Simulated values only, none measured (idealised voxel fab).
This is a process module. Its name is voxel wiring stack.
Square cells of 5 nm make up the cross-section cut, whose width is 220 nm.
If you're reading a cross-section in this doc, picture square cells in a grid; it comes to you as bands, top ones listed first down to the bottom, and a band can be one or more rows of cells. Top, bottom (nm), then materials left to right with widths (nm); lone material tagged "full width" fills the whole band edge to edge; "empty" = empty space. Counting heights begins at 0, where everything beneath is, in the wafer as received, one material. The lowest band has no bottom; it goes on downwards, as "0 down" shows. The expression "30 to 40" gives the width at the extremes of the band, the first number at its top row of cells and the second at its bottom row, with the width changing by equal amounts from each row to the next in between. Take "nothing altered" at face value: in the step it is given for, the cross-section changed in none of its cells. The entry titled "Closed void inventory" provides the empty spaces that have no open way to the top, restricted to those of 8 cells or more. Each is presented as width x height at distance, the distance being measured from the left edge, with all three in nm. Where a step's line continues beyond its settings, the continuation is a remark by the simulator itself on that step. The setting "overlay nm" may be written on the line of a step. When the step uses a mask, the value reports how far to the right of the planned place the mask lay, and a negative value reports that it lay to the left. Every pair from here on: before one process step, after it. The after cross-section reaches only to the lowest band that changed. Below the pair: the step in between and its settings. Pairs can belong to different runs of this module on the same starting wafer; a pair carries on from the pair above only if the entry headed "Pre-step condition" says so.
[Pre-step condition]
	65 to 55 | 65 of empty | 35 of Ru | 10 of empty | 35 of Ru | 75 of empty
	55 to 40 | 75 of lowk | 15 of Ru | 30 of lowk | 15 of Ru | 85 of lowk
	40 to 35 | 75 of SiCN | 15 of Ru | 30 of SiCN | 15 of Ru | 85 of SiCN
	35 to 15 | 70 of lowk | 5 of SiCN | 20 of Ru | 5 of SiCN | 15 of lowk | 5 of SiCN | 20 of Ru | 5 of SiCN | 75 of lowk
	15 to 10 | 75 of SiCN | 20 of TiN | 25 of SiCN | 20 of TiN | 80 of SiCN
	10 to 0 | SiO2 full width
	0 down | Si full width
	Closed void inventory: none
[Section After Processing]
	70 to 65 | 65 of empty | 35 of TiN | 10 of empty | 35 of TiN | 75 of empty
	65 to 60 | 65 of empty | 35 of Ru | 10 of empty | 35 of Ru | 75 of empty
	60 to 55 | 65 of TiN | 35 of Ru | 10 of TiN | 35 of Ru | 75 of TiN
	Below a height of 55, the structure has not been altered.
	Closed void inventory: none
Between before and after, shown above: op DIRECTIONAL_DEP | material TiN | thk nm 5
Pre-step condition: Please consult the pair immediately above; the cross-section it shows after its step is the state before this step.
[Section After Processing]
	95 to 85 | 65 of empty | 35 of W | 10 of empty | 35 of W | 75 of empty
	85 to 70 | W full width
	70 to 65 | 65 of W | 35 of TiN | 10 of W | 35 of TiN | 75 of W
	65 to 60 | 65 of W | 35 of Ru | 10 of W | 35 of Ru | 75 of W
	Below a height of 60, the structure has not been altered.
	Closed void inventory: none
Between before and after, shown above: op DIRECTIONAL_DEP | material W | thk nm 25
Pre-step condition: Please consult the pair immediately above; the cross-section it shows after its step is the state before this step.
[Section After Processing]
	110 to 100 | 65 of empty | 35 of aC | 10 of empty | 35 of aC | 75 of empty
	100 to 95 | aC full width
	95 to 85 | 65 of aC | 35 of W | 10 of aC | 35 of W | 75 of aC
	Below a height of 85, the structure has not been altered.
	Closed void inventory: none
Between before and after, shown above: op DIRECTIONAL_DEP | material aC | thk nm 15
Pre-step condition: Please consult the pair immediately above; the cross-section it shows after its step is the state before this step.
[Section After Processing]
	140 to 110 | 75 of empty | 20 of resist | 25 of empty | 20 of resist | 80 of empty
	Below a height of 110, the structure has not been altered.
	Closed void inventory: none
Between before and after, shown above: op PATTERN | tone cover | mask id METAL_2 | material resist | width nm 20 | pitch nm 45 | thk nm 30 | overlay nm 0
Pre-step condition: Please consult the pair immediately above; the cross-section it shows after its step is the state before this step.
[Section After Processing]
	125 to 110 | 75 of empty | 20 of resist | 25 of empty | 20 of resist | 80 of empty
	110 to 95 | 75 of empty | 20 of aC | 25 of empty | 20 of aC | 80 of empty
	95 to 85 | 65 of empty | 35 of W | 10 of empty | 35 of W | 75 of empty
	Below a height of 85, the structure has not been altered.
	Closed void inventory: none
Between before and after, shown above: op DIRECTIONAL_ETCH | etch materials aC | depth nm 15
Pre-step condition: Please consult the pair immediately above; the cross-section it shows after its step is the state before this step.
[Section After Processing]
	110 to 95 | 75 of empty | 20 of aC | 25 of empty | 20 of aC | 80 of empty
	Below a height of 95, the structure has not been altered.
	Closed void inventory: none
Between before and after, shown above: op STRIP | etch materials resist
Pre-step condition: Please consult the pair immediately above; the cross-section it shows after its step is the state before this step.
[Section After Processing]
	110 to 95 | 75 of empty | 20 of aC | 25 of empty | 20 of aC | 80 of empty
	95 to 70 | 75 of empty | 20 of W | 25 of empty | 20 of W | 80 of empty
	70 to 65 | 65 of empty | 35 of TiN | 10 of empty | 35 of TiN | 75 of empty
	65 to 60 | 65 of empty | 35 of Ru | 10 of empty | 35 of Ru | 75 of empty
	Below a height of 60, the structure has not been altered.
	Closed void inventory: none
Between before and after, shown above: op DIRECTIONAL_ETCH | etch materials W | depth nm 25
Pre-step condition: Please consult the pair immediately above; the cross-section it shows after its step is the state before this step.
[Section After Processing]
	110 to 95 | 75 of empty | 20 of aC | 25 of empty | 20 of aC | 80 of empty
	95 to 70 | 75 of empty | 20 of W | 25 of empty | 20 of W | 80 of empty
	70 to 65 | 75 of empty | 20 of TiN | 25 of empty | 20 of TiN | 80 of empty
	65 to 55 | 65 of empty | 35 of Ru | 10 of empty | 35 of Ru | 75 of empty
	Below a height of 55, the structure has not been altered.
	Closed void inventory: none
Between before and after, shown above: op DIRECTIONAL_ETCH | etch materials TiN | depth nm 5
Pre-step condition: Please consult the pair immediately above; the cross-section it shows after its step is the state before this step.
[Section After Processing]
	95 to 70 | 75 of empty | 20 of W | 25 of empty | 20 of W | 80 of empty
	Below a height of 70, the structure has not been altered.
	Closed void inventory: none
Between before and after, shown above: op STRIP | etch materials aC
Pre-step condition: Please consult the pair immediately above; the cross-section it shows after its step is the state before this step.
[Section After Processing]
	105 to 95 | lowk full width
	95 to 70 | 75 of lowk | 20 of W | 25 of lowk | 20 of W | 80 of lowk
	70 to 65 | 75 of lowk | 20 of TiN | 25 of lowk | 20 of TiN | 80 of lowk
	65 to 55 | 65 of lowk | 35 of Ru | 10 of lowk | 35 of Ru | 75 of lowk
	Below a height of 55, the structure has not been altered.
	Closed void inventory: none
Between before and after, shown above: op FILL_DEP | material lowk | thk nm 10
Pre-step condition: Please consult the pair immediately above; the cross-section it shows after its step is the state before this step.
[Section After Processing]
	85 to 70 | 75 of lowk | 20 of W | 25 of lowk | 20 of W | 80 of lowk
	Below a height of 70, the structure has not been altered.
	Closed void inventory: none
Between before and after, shown above: op CMP | height nm 85
Pre-step condition: Please consult the pair immediately above; the cross-section it shows after its step is the state before this step.
[Section After Processing]
	90 to 85 | SiCN full width
	Below a height of 85, the structure has not been altered.
	Closed void inventory: none
Between before and after, shown above: op CONFORMAL_DEP | material SiCN | thk nm 5
Pre-step condition: Please consult the pair immediately above; the cross-section it shows after its step is the state before this step.
[Section After Processing]
	120 to 90 | lowk full width
	Below a height of 90, the structure has not been altered.
	Closed void inventory: none
Between before and after, shown above: op DIRECTIONAL_DEP | material lowk | thk nm 30
Pre-step condition: Please consult the pair immediately above; the cross-section it shows after its step is the state before this step.
[Section After Processing]
	140 to 120 | 75 of resist | 20 of empty | 25 of resist | 20 of empty | 80 of resist
	Below a height of 120, the structure has not been altered.
	Closed void inventory: none
Between before and after, shown above: op PATTERN | tone open | mask id METAL_3 | material resist | width nm 20 | pitch nm 45 | thk nm 20 | overlay nm 0
Pre-step condition: Please consult the pair immediately above; the cross-section it shows after its step is the state before this step.
[Section After Processing]
	140 to 120 | 75 of resist | 20 of empty | 25 of resist | 20 of empty | 80 of resist
	120 to 105 | 75 of lowk | 20 of empty | 25 of lowk | 20 of empty | 80 of lowk
	Below a height of 105, the structure has not been altered.
	Closed void inventory: none
Between before and after, shown above: op DIRECTIONAL_ETCH | etch materials lowk | depth nm 15
Pre-step condition: Please consult the pair immediately above; the cross-section it shows after its step is the state before this step.
[Section After Processing]
	120 to 105 | 75 of lowk | 20 of empty | 25 of lowk | 20 of empty | 80 of lowk
	Below a height of 105, the structure has not been altered.
	Closed void inventory: none
Between before and after, shown above: op STRIP | etch materials resist
Pre-step condition: Please consult the pair immediately above; the cross-section it shows after its step is the state before this step.
[Section After Processing]
	120 to 105 | 75 of lowk | 20 of empty | 25 of lowk | 20 of empty | 80 of lowk
	105 to 90 | 75 of lowk | 15 of empty | 30 of lowk | 15 of empty | 85 of lowk
	Below a height of 90, the structure has not been altered.
	Closed void inventory: none
Between before and after, shown above: op MASKED_ETCH | tone open | mask id METAL_3_HOLES | width nm 15 | pitch nm 45 | etch materials lowk | depth nm 15 | overlay nm 0
Pre-step condition: Please consult the pair immediately above; the cross-section it shows after its step is the state before this step.
[Section After Processing]
	120 to 105 | 75 of lowk | 20 of empty | 25 of lowk | 20 of empty | 80 of lowk
	105 to 90 | 75 of lowk | 15 of empty | 30 of lowk | 15 of empty | 85 of lowk
	90 to 85 | 75 of SiCN | 15 of empty | 30 of SiCN | 15 of empty | 85 of SiCN
	Below a height of 85, the structure has not been altered.
	Closed void inventory: none
Between before and after, shown above: op MASKED_ETCH | tone open | mask id METAL_3_HOLES | width nm 15 | pitch nm 45 | etch materials SiCN | depth nm 5 | overlay nm 0
Pre-step condition: Please consult the pair immediately above; the cross-section it shows after its step is the state before this step.
[Section After Processing]
	125 to 120 | 80 of TiN | 10 of empty | 35 of TiN | 10 of empty | 85 of TiN
	120 to 110 | 75 of lowk | 5 of TiN | 10 of empty | 5 of TiN | 25 of lowk | 5 of TiN | 10 of empty | 5 of TiN | 80 of lowk
	110 to 105 | 75 of lowk | 5 of TiN | 5 of empty | 10 of TiN | 25 of lowk | 5 of TiN | 5 of empty | 10 of TiN | 80 of lowk
	105 to 90 | 75 of lowk | 5 of TiN | 5 of empty | 5 of TiN | 30 of lowk | 5 of TiN | 5 of empty | 5 of TiN | 85 of lowk
	90 to 85 | 75 of SiCN | 15 of TiN | 30 of SiCN | 15 of TiN | 85 of SiCN
	Below a height of 85, the structure has not been altered.
	Closed void inventory: none
Between before and after, shown above: op CONFORMAL_DEP | material TiN | thk nm 5
Pre-step condition: Please consult the pair immediately above; the cross-section it shows after its step is the state before this step.
[Section After Processing]
	130 to 125 | Cu full width
	125 to 120 | 80 of TiN | 10 of Cu | 35 of TiN | 10 of Cu | 85 of TiN
	120 to 110 | 75 of lowk | 5 of TiN | 10 of Cu | 5 of TiN | 25 of lowk | 5 of TiN | 10 of Cu | 5 of TiN | 80 of lowk
	110 to 105 | 75 of lowk | 5 of TiN | 5 of Cu | 10 of TiN | 25 of lowk | 5 of TiN | 5 of Cu | 10 of TiN | 80 of lowk
	105 to 90 | 75 of lowk | 5 of TiN | 5 of Cu | 5 of TiN | 30 of lowk | 5 of TiN | 5 of Cu | 5 of TiN | 85 of lowk
	Below a height of 90, the structure has not been altered.
	Closed void inventory: none
Between before and after, shown above: op FILL_DEP | material Cu | thk nm 5
Pre-step condition: Please consult the pair immediately above; the cross-section it shows after its step is the state before this step.
[Section After Processing]
	120 to 110 | 75 of lowk | 5 of TiN | 10 of Cu | 5 of TiN | 25 of lowk | 5 of TiN | 10 of Cu | 5 of TiN | 80 of lowk
	Below a height of 110, the structure has not been altered.
	Closed void inventory: none
Between before and after, shown above: op CMP | height nm 120
Pre-step condition: Please consult the pair immediately above; the cross-section it shows after its step is the state before this step.
[Section After Processing]
	125 to 120 | SiN full width
	Below a height of 120, the structure has not been altered.
	Closed void inventory: none
Between before and after, shown above: op CONFORMAL_DEP | material SiN | thk nm 5
[Pre-step condition]
	85 to 60 | 75 of lowk | 20 of W | 25 of lowk | 20 of W | 80 of lowk
	60 to 55 | 75 of lowk | 20 of TiN | 25 of lowk | 20 of TiN | 80 of lowk
	55 to 40 | 75 of lowk | 15 of Ru | 30 of lowk | 15 of Ru | 85 of lowk
	40 to 35 | 75 of SiCN | 15 of Ru | 30 of SiCN | 15 of Ru | 85 of SiCN
	35 to 15 | 70 of lowk | 5 of SiCN | 20 of Ru | 5 of SiCN | 15 of lowk | 5 of SiCN | 20 of Ru | 5 of SiCN | 75 of lowk
	15 to 10 | 75 of SiCN | 20 of TiN | 25 of SiCN | 20 of TiN | 80 of SiCN
	10 to 0 | SiO2 full width
	0 down | Si full width
	Closed void inventory: none
[Section After Processing]
	115 to 85 | lowk full width
	Below a height of 85, the structure has not been altered.
	Closed void inventory: none
Between before and after, shown above: op DIRECTIONAL_DEP | material lowk | thk nm 30
Pre-step condition: Please consult the pair immediately above; the cross-section it shows after its step is the state before this step.
[Section After Processing]
	120 to 115 | SiCN full width
	Below a height of 115, the structure has not been altered.
	Closed void inventory: none
Between before and after, shown above: op CONFORMAL_DEP | material SiCN | thk nm 5
Pre-step condition: Please consult the pair immediately above; the cross-section it shows after its step is the state before this step.
[Section After Processing]
	140 to 120 | 75 of resist | 20 of empty | 25 of resist | 20 of empty | 80 of resist
	Below a height of 120, the structure has not been altered.
	Closed void inventory: none
Between before and after, shown above: op PATTERN | tone open | mask id METAL_3 | material resist | width nm 20 | pitch nm 45 | thk nm 20 | overlay nm 0
Pre-step condition: Please consult the pair immediately above; the cross-section it shows after its step is the state before this step.
[Section After Processing]
	120 to 115 | SiCN full width
	Below a height of 115, the structure has not been altered.
	Closed void inventory: none
Between before and after, shown above: op STRIP | etch materials resist
Pre-step condition: Please consult the pair immediately above; the cross-section it shows after its step is the state before this step.
[Section After Processing]
	120 to 115 | 75 of SiCN | 15 of empty | 30 of SiCN | 15 of empty | 85 of SiCN
	Below a height of 115, the structure has not been altered.
	Closed void inventory: none
Between before and after, shown above: op MASKED_ETCH | tone open | mask id METAL_3_HOLES | width nm 15 | pitch nm 45 | etch materials SiCN | depth nm 5 | overlay nm 0
Pre-step condition: Please consult the pair immediately above; the cross-section it shows after its step is the state before this step.
[Section After Processing]
	125 to 120 | 80 of TiN | 5 of empty | 40 of TiN | 5 of empty | 90 of TiN
	120 to 115 | 75 of SiCN | 15 of TiN | 30 of SiCN | 15 of TiN | 85 of SiCN
	Below a height of 115, the structure has not been altered.
	Closed void inventory: none
Between before and after, shown above: op CONFORMAL_DEP | material TiN | thk nm 5
Pre-step condition: Please consult the pair immediately above; the cross-section it shows after its step is the state before this step.
[Section After Processing]
	130 to 125 | Cu full width
	125 to 120 | 80 of TiN | 5 of Cu | 40 of TiN | 5 of Cu | 90 of TiN
	Below a height of 120, the structure has not been altered.
	Closed void inventory: none
Between before and after, shown above: op FILL_DEP | material Cu | thk nm 5
Pre-step condition: Please consult the pair immediately above; the cross-section it shows after its step is the state before this step.
[Section After Processing]
	120 to 115 | 75 of SiCN | 15 of TiN | 30 of SiCN | 15 of TiN | 85 of SiCN
	Below a height of 115, the structure has not been altered.
	Closed void inventory: none
Between before and after, shown above: op CMP | height nm 120
Pre-step condition: Please consult the pair immediately above; the cross-section it shows after its step is the state before this step.
[Section After Processing]
	125 to 120 | SiN full width
	Below a height of 120, the structure has not been altered.
	Closed void inventory: none
Between before and after, shown above: op CONFORMAL_DEP | material SiN | thk nm 5
[Pre-step condition]
	120 to 110 | 75 of lowk | 5 of TiN | 10 of Cu | 5 of TiN | 25 of lowk | 5 of TiN | 10 of Cu | 5 of TiN | 80 of lowk
	110 to 105 | 75 of lowk | 5 of TiN | 5 of Cu | 10 of TiN | 25 of lowk | 5 of TiN | 5 of Cu | 10 of TiN | 80 of lowk
	105 to 90 | 75 of lowk | 5 of TiN | 5 of Cu | 5 of TiN | 30 of lowk | 5 of TiN | 5 of Cu | 5 of TiN | 85 of lowk
	90 to 85 | 75 of SiCN | 15 of TiN | 30 of SiCN | 15 of TiN | 85 of SiCN
	85 to 60 | 75 of lowk | 20 of W | 25 of lowk | 20 of W | 80 of lowk
	60 to 55 | 75 of lowk | 20 of TiN | 25 of lowk | 20 of TiN | 80 of lowk
	55 to 40 | 75 of lowk | 15 of Ru | 30 of lowk | 15 of Ru | 85 of lowk
	40 to 35 | 75 of SiCN | 15 of Ru | 30 of SiCN | 15 of Ru | 85 of SiCN
	35 to 15 | 70 of lowk | 5 of SiCN | 20 of Ru | 5 of SiCN | 15 of lowk | 5 of SiCN | 20 of Ru | 5 of SiCN | 75 of lowk
	15 to 10 | 75 of SiCN | 20 of TiN | 25 of SiCN | 20 of TiN | 80 of SiCN
	10 to 0 | SiO2 full width
	0 down | Si full width
	Closed void inventory: none
[Section After Processing]
	135 to 120 | SiN full width
	Below a height of 120, the structure has not been altered.
	Closed void inventory: none
Between before and after, shown above: op CONFORMAL_DEP | material SiN | thk nm 15
[Pre-step condition]
	100 to 85 | aC full width
	85 to 60 | W full width
	60 to 55 | TiN full width
	55 to 40 | 75 of lowk | 15 of Ru | 30 of lowk | 15 of Ru | 85 of lowk
	40 to 35 | 75 of SiCN | 15 of Ru | 30 of SiCN | 15 of Ru | 85 of SiCN
	35 to 15 | 70 of lowk | 5 of SiCN | 20 of Ru | 5 of SiCN | 15 of lowk | 5 of SiCN | 20 of Ru | 5 of SiCN | 75 of lowk
	15 to 10 | 75 of SiCN | 20 of TiN | 25 of SiCN | 20 of TiN | 80 of SiCN
	10 to 0 | SiO2 full width
	0 down | Si full width
	Closed void inventory: none
[Section After Processing]
	130 to 100 | 70 of empty | 30 of resist | 15 of empty | 30 of resist | 75 of empty
	Below a height of 100, the structure has not been altered.
	Closed void inventory: none
Between before and after, shown above: op PATTERN | tone cover | mask id METAL_2 | material resist | width nm 30 | pitch nm 45 | thk nm 30 | overlay nm 0
Pre-step condition: Please consult the pair immediately above; the cross-section it shows after its step is the state before this step.
[Section After Processing]
	115 to 100 | 70 of empty | 30 of resist | 15 of empty | 30 of resist | 75 of empty
	100 to 85 | 70 of empty | 30 of aC | 15 of empty | 30 of aC | 75 of empty
	Below a height of 85, the structure has not been altered.
	Closed void inventory: none
Between before and after, shown above: op DIRECTIONAL_ETCH | etch materials aC | depth nm 15
Pre-step condition: Please consult the pair immediately above; the cross-section it shows after its step is the state before this step.
[Section After Processing]
	100 to 85 | 70 of empty | 30 of aC | 15 of empty | 30 of aC | 75 of empty
	Below a height of 85, the structure has not been altered.
	Closed void inventory: none
Between before and after, shown above: op STRIP | etch materials resist
Pre-step condition: Please consult the pair immediately above; the cross-section it shows after its step is the state before this step.
[Section After Processing]
	100 to 85 | 70 of empty | 30 of aC | 15 of empty | 30 of aC | 75 of empty
	85 to 60 | 70 of empty | 30 of W | 15 of empty | 30 of W | 75 of empty
	Below a height of 60, the structure has not been altered.
	Closed void inventory: none
Between before and after, shown above: op DIRECTIONAL_ETCH | etch materials W | depth nm 25
Pre-step condition: Please consult the pair immediately above; the cross-section it shows after its step is the state before this step.
[Section After Processing]
	100 to 85 | 70 of empty | 30 of aC | 15 of empty | 30 of aC | 75 of empty
	85 to 60 | 70 of empty | 30 of W | 15 of empty | 30 of W | 75 of empty
	60 to 55 | 70 of empty | 30 of TiN | 15 of empty | 30 of TiN | 75 of empty
	Below a height of 55, the structure has not been altered.
	Closed void inventory: none
Between before and after, shown above: op DIRECTIONAL_ETCH | etch materials TiN | depth nm 5
Pre-step condition: Please consult the pair immediately above; the cross-section it shows after its step is the state before this step.
[Section After Processing]
	85 to 60 | 70 of empty | 30 of W | 15 of empty | 30 of W | 75 of empty
	Below a height of 60, the structure has not been altered.
	Closed void inventory: none
Between before and after, shown above: op STRIP | etch materials aC
Pre-step condition: Please consult the pair immediately above; the cross-section it shows after its step is the state before this step.
[Section After Processing]
	95 to 85 | lowk full width
	85 to 60 | 70 of lowk | 30 of W | 15 of lowk | 30 of W | 75 of lowk
	60 to 55 | 70 of lowk | 30 of TiN | 15 of lowk | 30 of TiN | 75 of lowk
	Below a height of 55, the structure has not been altered.
	Closed void inventory: none
Between before and after, shown above: op FILL_DEP | material lowk | thk nm 10
Pre-step condition: Please consult the pair immediately above; the cross-section it shows after its step is the state before this step.
[Section After Processing]
	85 to 60 | 70 of lowk | 30 of W | 15 of lowk | 30 of W | 75 of lowk
	Below a height of 60, the structure has not been altered.
	Closed void inventory: none
Between before and after, shown above: op CMP | height nm 85
Pre-step condition: Please consult the pair immediately above; the cross-section it shows after its step is the state before this step.
[Section After Processing]
	90 to 85 | SiCN full width
	Below a height of 85, the structure has not been altered.
	Closed void inventory: none
Between before and after, shown above: op CONFORMAL_DEP | material SiCN | thk nm 5
Pre-step condition: Please consult the pair immediately above; the cross-section it shows after its step is the state before this step.
[Section After Processing]
	120 to 90 | lowk full width
	Below a height of 90, the structure has not been altered.
	Closed void inventory: none
Between before and after, shown above: op DIRECTIONAL_DEP | material lowk | thk nm 30
Pre-step condition: Please consult the pair immediately above; the cross-section it shows after its step is the state before this step.
[Section After Processing]
	140 to 120 | 75 of resist | 20 of empty | 25 of resist | 20 of empty | 80 of resist
	Below a height of 120, the structure has not been altered.
	Closed void inventory: none
Between before and after, shown above: op PATTERN | tone open | mask id METAL_3 | material resist | width nm 20 | pitch nm 45 | thk nm 20 | overlay nm 0
Pre-step condition: Please consult the pair immediately above; the cross-section it shows after its step is the state before this step.
[Section After Processing]
	140 to 120 | 75 of resist | 20 of empty | 25 of resist | 20 of empty | 80 of resist
	120 to 105 | 75 of lowk | 20 of empty | 25 of lowk | 20 of empty | 80 of lowk
	Below a height of 105, the structure has not been altered.
	Closed void inventory: none
Between before and after, shown above: op DIRECTIONAL_ETCH | etch materials lowk | depth nm 15
Pre-step condition: Please consult the pair immediately above; the cross-section it shows after its step is the state before this step.
[Section After Processing]
	120 to 105 | 75 of lowk | 20 of empty | 25 of lowk | 20 of empty | 80 of lowk
	Below a height of 105, the structure has not been altered.
	Closed void inventory: none
Between before and after, shown above: op STRIP | etch materials resist
Pre-step condition: Please consult the pair immediately above; the cross-section it shows after its step is the state before this step.
[Section After Processing]
	120 to 105 | 75 of lowk | 20 of empty | 25 of lowk | 20 of empty | 80 of lowk
	105 to 90 | 75 of lowk | 15 of empty | 30 of lowk | 15 of empty | 85 of lowk
	Below a height of 90, the structure has not been altered.
	Closed void inventory: none
Between before and after, shown above: op MASKED_ETCH | tone open | mask id METAL_3_HOLES | width nm 15 | pitch nm 45 | etch materials lowk | depth nm 15 | overlay nm 0
Pre-step condition: Please consult the pair immediately above; the cross-section it shows after its step is the state before this step.
[Section After Processing]
	120 to 105 | 75 of lowk | 20 of empty | 25 of lowk | 20 of empty | 80 of lowk
	105 to 90 | 75 of lowk | 15 of empty | 30 of lowk | 15 of empty | 85 of lowk
	90 to 85 | 75 of SiCN | 15 of empty | 30 of SiCN | 15 of empty | 85 of SiCN
	Below a height of 85, the structure has not been altered.
	Closed void inventory: none
Between before and after, shown above: op MASKED_ETCH | tone open | mask id METAL_3_HOLES | width nm 15 | pitch nm 45 | etch materials SiCN | depth nm 5 | overlay nm 0
Pre-step condition: Please consult the pair immediately above; the cross-section it shows after its step is the state before this step.
[Section After Processing]
	125 to 120 | 80 of TiN | 10 of empty | 35 of TiN | 10 of empty | 85 of TiN
	120 to 110 | 75 of lowk | 5 of TiN | 10 of empty | 5 of TiN | 25 of lowk | 5 of TiN | 10 of empty | 5 of TiN | 80 of lowk
	110 to 105 | 75 of lowk | 5 of TiN | 5 of empty | 10 of TiN | 25 of lowk | 5 of TiN | 5 of empty | 10 of TiN | 80 of lowk
	105 to 90 | 75 of lowk | 5 of TiN | 5 of empty | 5 of TiN | 30 of lowk | 5 of TiN | 5 of empty | 5 of TiN | 85 of lowk
	90 to 85 | 75 of SiCN | 15 of TiN | 30 of SiCN | 15 of TiN | 85 of SiCN
	Below a height of 85, the structure has not been altered.
	Closed void inventory: none
Between before and after, shown above: op CONFORMAL_DEP | material TiN | thk nm 5
Pre-step condition: Please consult the pair immediately above; the cross-section it shows after its step is the state before this step.
[Section After Processing]
	130 to 125 | Cu full width
	125 to 120 | 80 of TiN | 10 of Cu | 35 of TiN | 10 of Cu | 85 of TiN
	120 to 110 | 75 of lowk | 5 of TiN | 10 of Cu | 5 of TiN | 25 of lowk | 5 of TiN | 10 of Cu | 5 of TiN | 80 of lowk
	110 to 105 | 75 of lowk | 5 of TiN | 5 of Cu | 10 of TiN | 25 of lowk | 5 of TiN | 5 of Cu | 10 of TiN | 80 of lowk
	105 to 90 | 75 of lowk | 5 of TiN | 5 of Cu | 5 of TiN | 30 of lowk | 5 of TiN | 5 of Cu | 5 of TiN | 85 of lowk
	Below a height of 90, the structure has not been altered.
	Closed void inventory: none
Between before and after, shown above: op FILL_DEP | material Cu | thk nm 5
Pre-step condition: Please consult the pair immediately above; the cross-section it shows after its step is the state before this step.
[Section After Processing]
	120 to 110 | 75 of lowk | 5 of TiN | 10 of Cu | 5 of TiN | 25 of lowk | 5 of TiN | 10 of Cu | 5 of TiN | 80 of lowk
	Below a height of 110, the structure has not been altered.
	Closed void inventory: none
Between before and after, shown above: op CMP | height nm 120
Pre-step condition: Please consult the pair immediately above; the cross-section it shows after its step is the state before this step.
[Section After Processing]
	125 to 120 | SiN full width
	Below a height of 120, the structure has not been altered.
	Closed void inventory: none
Between before and after, shown above: op CONFORMAL_DEP | material SiN | thk nm 5
[Pre-step condition]
	100 to 85 | aC full width
	85 to 60 | W full width
	60 to 55 | TiN full width
	55 to 40 | 75 of lowk | 15 of Ru | 30 of lowk | 15 of Ru | 85 of lowk
	40 to 35 | 75 of SiCN | 15 of Ru | 30 of SiCN | 15 of Ru | 85 of SiCN
	35 to 15 | 70 of lowk | 5 of SiCN | 20 of Ru | 5 of SiCN | 15 of lowk | 5 of SiCN | 20 of Ru | 5 of SiCN | 75 of lowk
	15 to 10 | 75 of SiCN | 20 of TiN | 25 of SiCN | 20 of TiN | 80 of SiCN
	10 to 0 | SiO2 full width
	0 down | Si full width
	Closed void inventory: none
[Section After Processing]
	130 to 100 | 80 of empty | 20 of resist | 25 of empty | 20 of resist | 75 of empty
	Below a height of 100, the structure has not been altered.
	Closed void inventory: none
Between before and after, shown above: op PATTERN | tone cover | mask id METAL_2 | material resist | width nm 20 | pitch nm 45 | thk nm 30 | overlay nm 5
Pre-step condition: Please consult the pair immediately above; the cross-section it shows after its step is the state before this step.
[Section After Processing]
	115 to 100 | 80 of empty | 20 of resist | 25 of empty | 20 of resist | 75 of empty
	100 to 85 | 80 of empty | 20 of aC | 25 of empty | 20 of aC | 75 of empty
	Below a height of 85, the structure has not been altered.
	Closed void inventory: none
Between before and after, shown above: op DIRECTIONAL_ETCH | etch materials aC | depth nm 15
Pre-step condition: Please consult the pair immediately above; the cross-section it shows after its step is the state before this step.
[Section After Processing]
	100 to 85 | 80 of empty | 20 of aC | 25 of empty | 20 of aC | 75 of empty
	Below a height of 85, the structure has not been altered.
	Closed void inventory: none
Between before and after, shown above: op STRIP | etch materials resist
Pre-step condition: Please consult the pair immediately above; the cross-section it shows after its step is the state before this step.
[Section After Processing]
	100 to 85 | 80 of empty | 20 of aC | 25 of empty | 20 of aC | 75 of empty
	85 to 60 | 80 of empty | 20 of W | 25 of empty | 20 of W | 75 of empty
	Below a height of 60, the structure has not been altered.
	Closed void inventory: none
Between before and after, shown above: op DIRECTIONAL_ETCH | etch materials W | depth nm 25
Pre-step condition: Please consult the pair immediately above; the cross-section it shows after its step is the state before this step.
[Section After Processing]
	100 to 85 | 80 of empty | 20 of aC | 25 of empty | 20 of aC | 75 of empty
	85 to 60 | 80 of empty | 20 of W | 25 of empty | 20 of W | 75 of empty
	60 to 55 | 80 of empty | 20 of TiN | 25 of empty | 20 of TiN | 75 of empty
	Below a height of 55, the structure has not been altered.
	Closed void inventory: none
Between before and after, shown above: op DIRECTIONAL_ETCH | etch materials TiN | depth nm 5
Pre-step condition: Please consult the pair immediately above; the cross-section it shows after its step is the state before this step.
[Section After Processing]
	85 to 60 | 80 of empty | 20 of W | 25 of empty | 20 of W | 75 of empty
	Below a height of 60, the structure has not been altered.
	Closed void inventory: none
Between before and after, shown above: op STRIP | etch materials aC
Pre-step condition: Please consult the pair immediately above; the cross-section it shows after its step is the state before this step.
[Section After Processing]
	95 to 85 | lowk full width
	85 to 60 | 80 of lowk | 20 of W | 25 of lowk | 20 of W | 75 of lowk
	60 to 55 | 80 of lowk | 20 of TiN | 25 of lowk | 20 of TiN | 75 of lowk
	Below a height of 55, the structure has not been altered.
	Closed void inventory: none
Between before and after, shown above: op FILL_DEP | material lowk | thk nm 10
Pre-step condition: Please consult the pair immediately above; the cross-section it shows after its step is the state before this step.
[Section After Processing]
	85 to 60 | 80 of lowk | 20 of W | 25 of lowk | 20 of W | 75 of lowk
	Below a height of 60, the structure has not been altered.
	Closed void inventory: none
Between before and after, shown above: op CMP | height nm 85
Pre-step condition: Please consult the pair immediately above; the cross-section it shows after its step is the state before this step.
[Section After Processing]
	90 to 85 | SiCN full width
	Below a height of 85, the structure has not been altered.
	Closed void inventory: none
Between before and after, shown above: op CONFORMAL_DEP | material SiCN | thk nm 5
Pre-step condition: Please consult the pair immediately above; the cross-section it shows after its step is the state before this step.
[Section After Processing]
	120 to 90 | lowk full width
	Below a height of 90, the structure has not been altered.
	Closed void inventory: none
Between before and after, shown above: op DIRECTIONAL_DEP | material lowk | thk nm 30
Pre-step condition: Please consult the pair immediately above; the cross-section it shows after its step is the state before this step.
[Section After Processing]
	140 to 120 | 75 of resist | 20 of empty | 25 of resist | 20 of empty | 80 of resist
	Below a height of 120, the structure has not been altered.
	Closed void inventory: none
Between before and after, shown above: op PATTERN | tone open | mask id METAL_3 | material resist | width nm 20 | pitch nm 45 | thk nm 20 | overlay nm 0
Pre-step condition: Please consult the pair immediately above; the cross-section it shows after its step is the state before this step.
[Section After Processing]
	140 to 120 | 75 of resist | 20 of empty | 25 of resist | 20 of empty | 80 of resist
	120 to 105 | 75 of lowk | 20 of empty | 25 of lowk | 20 of empty | 80 of lowk
	Below a height of 105, the structure has not been altered.
	Closed void inventory: none
Between before and after, shown above: op DIRECTIONAL_ETCH | etch materials lowk | depth nm 15
Pre-step condition: Please consult the pair immediately above; the cross-section it shows after its step is the state before this step.
[Section After Processing]
	120 to 105 | 75 of lowk | 20 of empty | 25 of lowk | 20 of empty | 80 of lowk
	Below a height of 105, the structure has not been altered.
	Closed void inventory: none
Between before and after, shown above: op STRIP | etch materials resist
